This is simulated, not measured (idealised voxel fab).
process module | voxel released beams
cross-section cut | 240 nm wide | cells 5 nm
A cross-section is a grid of square cells, given in bands from the top down. A band is one or more rows of cells.
Each band's line starts with the height of the band's top and of its bottom, in nm. Then come its materials from left to right, each with its width in nm. One material with "throughout" fills the band from edge to edge. "air" is empty space.
Height 0 is the level under which the wafer as received is all one material. The lowest band goes on downwards, as in "0 down".
A width such as "30 to 40" changes by the same amount from each row of cells to the next, from the band's top row to its bottom row.
"no change" after a step means that no cell of the cross-section changed.
closed voids: empty space of 8 cells or more with no open way to the top, each as width x height at its distance from the left edge, in nm
after a step's settings: what the simulator itself notes on the step
overlay nm, on a step with a mask: how far to the right of its planned place the mask lay; to the left if negative
plan
1 op RECEIVE | material Si
2 op CONFORMAL_DEP | material SiN | thk nm 5
3 op DIRECTIONAL_DEP | material SiO2 | thk nm 20
4 op DIRECTIONAL_DEP | material aC | thk nm 10
5 op PATTERN | tone open | mask id ANCHOR | material resist | width nm 40 | thk nm 25 | overlay nm 0
6 op DIRECTIONAL_ETCH | etch materials aC | depth nm 10
7 op STRIP | etch materials resist
8 op DIRECTIONAL_ETCH | etch materials SiO2 | depth nm 20
9 op STRIP | etch materials aC
10 op CONFORMAL_DEP | material polySi | thk nm 15
11 op DIRECTIONAL_DEP | material aC | thk nm 10
12 op PATTERN | tone cover | mask id BEAM | material resist | width nm 90 | thk nm 30 | overlay nm 0
13 op DIRECTIONAL_ETCH | etch materials aC | depth nm 10
14 op STRIP | etch materials resist
15 op DIRECTIONAL_ETCH | etch materials polySi | depth nm 15
16 op STRIP | etch materials aC
17 op STRIP | etch materials SiO2
as received, after step 1
  0 down: Si throughout
  closed voids: none
first wafer at the end, as planned
  40 to 25: air 70 | polySi 20 | air 10 | polySi 60 | air 80
  25 to 20: air 75 | polySi 15 | air 10 | polySi 15 | air 125
  20 to 5: air 75 | polySi 40 | air 125
  5 to 0: SiN throughout
  0 down: Si throughout
  closed voids: none
second wafer at the end: like start, like plan, one mistake
  50 to 35: air 70 | polySi 20 | air 10 | polySi 60 | air 80
  35 to 30: air 75 | polySi 15 | air 10 | polySi 15 | air 125
  30 to 15: air 75 | polySi 40 | air 125
  15 to 0: SiN throughout
  0 down: Si throughout
  closed voids: none
what went wrong: step 2 ran as: op CONFORMAL_DEP | material SiN | thk nm 15
at the end the second wafer has, in cells: 96 more of SiN
